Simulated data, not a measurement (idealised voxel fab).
process module | voxel spacer lines
cross-section cut | 225 nm wide | cells 5 nm
A cross-section is a grid of square cells, given in bands from the top down. A band is one or more rows of cells.
Each band's line starts with the height of the band's top and of its bottom, in nm. Then come its materials from left to right, each with its width in nm. One material with "throughout" fills the band from edge to edge. "air" is empty space.
Height 0 is the level under which the wafer as received is all one material. The lowest band goes on downwards, as in "0 down".
A width such as "30 to 40" changes by the same amount from each row of cells to the next, from the band's top row to its bottom row.
"no change" after a step means that no cell of the cross-section changed.
closed voids: empty space of 8 cells or more with no open way to the top, each as width x height at its distance from the left edge, in nm
after a step's settings: what the simulator itself notes on the step
overlay nm, on a step with a mask: how far to the right of its planned place the mask lay; to the left if negative
plan
1 op RECEIVE | material Si
2 op CONFORMAL_DEP | material Al2O3 | thk nm 5
3 op DIRECTIONAL_DEP | material SiN | thk nm 10
4 op DIRECTIONAL_DEP | material polySi | thk nm 25
5 op PATTERN | tone cover | mask id MANDREL | material resist | width nm 25 | pitch nm 80 | thk nm 30 | overlay nm 0
6 op DIRECTIONAL_ETCH | etch materials polySi | depth nm 25
7 op STRIP | etch materials resist
8 op CONFORMAL_DEP | material SiO2 | thk nm 15
9 op DIRECTIONAL_ETCH | etch materials SiO2 | depth nm 15
10 op STRIP | etch materials polySi
11 op DIRECTIONAL_ETCH | etch materials SiN | depth nm 10
12 op STRIP | etch materials SiO2
13 op FILL_DEP | material SiO2 | thk nm 5
14 op CMP | height nm 5
varied across the wafers: height nm of step 14. The plan shows the first wafer's value. All wafers start alike
first wafer as received, after step 1
  0 down: Si throughout
  closed voids: none
each wafer at the end: cells of each material gained (+) or lost (-) since it was received, then its closed voids
height nm 5 | +45 Al2O3 | closed voids: none
height nm 10 | +45 Al2O3 | +12 SiN | +33 SiO2 | closed voids: none
height nm 15 | +45 Al2O3 | +24 SiN | +66 SiO2 | closed voids: none
height nm 20 | +45 Al2O3 | +24 SiN | +111 SiO2 | closed voids: none
